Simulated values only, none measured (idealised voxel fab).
Documented hereafter: the process module known as voxel transistor to metal.
The cross-section on display is named cut; it measures 170 nm wide, and its cells are 5 nm squares.
In what follows, cross-sections appear as grids of square cells, described through bands that run from the top down, where every band is one or more rows of cells.
Top height, bottom height, nm. Materials left to right, width each, nm. Single material + "all across" = fills band edge to edge. "blank" = empty.
Note: height 0 marks the level under which the wafer is uniformly one material as received. Lowest band unbounded below, written "0 -> down".
The expression "30->40" gives the width at the extremes of the band, the first number at its top row of cells and the second at its bottom row, with the width changing by equal amounts from each row to the next in between.
For the purposes of this document, the phrase "nothing got changed" attached to a step denotes that no cell within the cross-section was modified by that step.
Any empty space of 8 cells or more lacking an open way to the top shows up in "closed voids" as width x height at distance, distance from the left edge, in nm.
Anything after a step's settings on that line? It's the simulator's own note about the step.
Each step line may optionally specify "overlay nm", which for a step with a mask gives the rightward distance between the mask's planned place and where it lay, a negative value indicating the leftward direction.

[These are the steps we planned for the process]
1) RECEIVE [material Si]
2) CONFORMAL_DEP [material SiO2] [thk nm 5]
3) CONFORMAL_DEP [material SiN] [thk nm 15]
4) DIRECTIONAL_DEP [material aC] [thk nm 10]
5) PATTERN [tone cover] [mask id ACTIVE] [material resist] [width nm 130] [thk nm 30] [overlay nm 0]
6) DIRECTIONAL_ETCH [etch materials aC] [depth nm 10]
7) STRIP [etch materials resist]
8) DIRECTIONAL_ETCH [etch materials SiN] [depth nm 15]
9) DIRECTIONAL_ETCH [etch materials SiO2] [depth nm 5]
10) DIRECTIONAL_ETCH [etch materials Si] [depth nm 30]
11) STRIP [etch materials aC]
12) OXIDIZE [depth nm 5]
13) FILL_DEP [material SiO2] [thk nm 5]
14) CMP [height nm 20]
15) SELECTIVE_ETCH [etch materials SiO2] [depth nm 5]
16) STRIP [etch materials SiN]
17) SELECTIVE_ETCH [etch materials SiO2] [depth nm 5]
18) OXIDIZE [depth nm 5]
19) DIRECTIONAL_DEP [material polySi] [thk nm 30]
20) DIRECTIONAL_DEP [material SiCN] [thk nm 10]
21) MASKED_ETCH [tone cover] [mask id GATE] [width nm 30] [etch materials SiCN] [depth nm 20] [overlay nm 0]
22) MASKED_ETCH [tone cover] [mask id GATE] [width nm 30] [etch materials polySi] [depth nm 40] [overlay nm 0]
23) CONFORMAL_DEP [material SiO2] [thk nm 5]
24) DIRECTIONAL_ETCH [etch materials SiO2] [depth nm 5]
25) CONFORMAL_DEP [material SiN] [thk nm 10]
26) DIRECTIONAL_ETCH [etch materials SiN] [depth nm 10]
27) DIRECTIONAL_ETCH [etch materials SiO2] [depth nm 5]
28) EPI [material pSi] [thk nm 5]
29) FILL_DEP [material SiO2] [thk nm 10]
30) CMP [height nm 30]
31) STRIP [etch materials polySi]
32) SELECTIVE_ETCH [etch materials SiO2] [depth nm 5]
33) CONFORMAL_DEP [material HfO2] [thk nm 5]
34) CONFORMAL_DEP [material TiN] [thk nm 5]
35) FILL_DEP [material W] [thk nm 10]
36) CMP [height nm 25]
37) DIRECTIONAL_DEP [material SiO2] [thk nm 15]
38) MASKED_ETCH [tone open] [mask id CONTACT] [width nm 20] [pitch nm 90] [etch materials SiO2] [depth nm 40] [overlay nm 0]
39) CONFORMAL_DEP [material TiN] [thk nm 5]
40) FILL_DEP [material Ru] [thk nm 5]
41) CMP [height nm 40]
42) CONFORMAL_DEP [material SiN] [thk nm 5]
43) DIRECTIONAL_DEP [material lowk] [thk nm 15]
44) PATTERN [tone open] [mask id METAL_1] [material resist] [width nm 20] [pitch nm 90] [thk nm 20] [overlay nm 0]
45) DIRECTIONAL_ETCH [etch materials lowk] [depth nm 15]
46) DIRECTIONAL_ETCH [etch materials SiN] [depth nm 5]
47) STRIP [etch materials resist]
48) CONFORMAL_DEP [material TiN] [thk nm 5]
49) FILL_DEP [material Cu] [thk nm 5]
50) CMP [height nm 60]
51) CONFORMAL_DEP [material SiCN] [thk nm 5]
52) DIRECTIONAL_DEP [material SiO2] [thk nm 30]
53) PATTERN [tone open] [mask id METAL_2] [material resist] [width nm 20] [pitch nm 90] [thk nm 20] [overlay nm 0]
54) DIRECTIONAL_ETCH [etch materials SiO2] [depth nm 20]
55) STRIP [etch materials resist]
56) DIRECTIONAL_DEP [material aC] [thk nm 10]
57) PATTERN [tone open] [mask id METAL_2_HOLES] [material resist] [width nm 15] [pitch nm 90] [thk nm 30] [overlay nm 0]
58) DIRECTIONAL_ETCH [etch materials aC] [depth nm 10]
59) STRIP [etch materials resist]
60) DIRECTIONAL_ETCH [etch materials SiO2] [depth nm 10]
61) DIRECTIONAL_ETCH [etch materials SiCN] [depth nm 5]
62) STRIP [etch materials aC]
63) CONFORMAL_DEP [material TiN] [thk nm 5]
64) FILL_DEP [material Cu] [thk nm 10]
65) CMP [height nm 95]
66) CONFORMAL_DEP [material SiCN] [thk nm 5]

[Incoming wafer in cross-section (state: after step 1)]
	0 -> down = Si all across
	closed voids: none

[a wafer at the end: this start, this plan, one mistake]
	100 -> 95 = SiCN all across
	95 -> 80 = SiO2 30 nm | TiN 5 nm | Cu 10 nm | TiN 5 nm | SiO2 70 nm | TiN 5 nm | Cu 10 nm | TiN 5 nm | SiO2 30 nm
	80 -> 75 = SiO2 30 nm | TiN 5 nm | Cu 5 nm | TiN 10 nm | SiO2 70 nm | TiN 5 nm | Cu 5 nm | TiN 10 nm | SiO2 30 nm
	75 -> 65 = SiO2 30 nm | TiN 5 nm | Cu 5 nm | TiN 5 nm | SiO2 75 nm | TiN 5 nm | Cu 5 nm | TiN 5 nm | SiO2 35 nm
	65 -> 60 = SiCN 30 nm | TiN 15 nm | SiCN 75 nm | TiN 15 nm | SiCN 35 nm
	60 -> 45 = lowk 30 nm | TiN 5 nm | Cu 10 nm | TiN 5 nm | lowk 70 nm | TiN 5 nm | Cu 10 nm | TiN 5 nm | lowk 30 nm
	45 -> 40 = SiN 30 nm | TiN 20 nm | SiN 70 nm | TiN 20 nm | SiN 30 nm
	40 -> 25 = SiO2 30 nm | TiN 5 nm | Ru 10 nm | TiN 5 nm | SiO2 70 nm | TiN 5 nm | Ru 10 nm | TiN 5 nm | SiO2 30 nm
	25 -> 20 = SiO2 30 nm | TiN 20 nm | SiO2 5 nm | SiN 10 nm | HfO2 40 nm | SiN 10 nm | SiO2 5 nm | TiN 20 nm | SiO2 30 nm
	20 -> 5 = SiCN all across
	5 -> 0 = SiO2 all across
	0 -> down = Si all across
	closed voids: none
Deviation noted in wafer processing: step 3 was not run as planned; what actually ran was CONFORMAL_DEP [material SiCN] [thk nm 15]
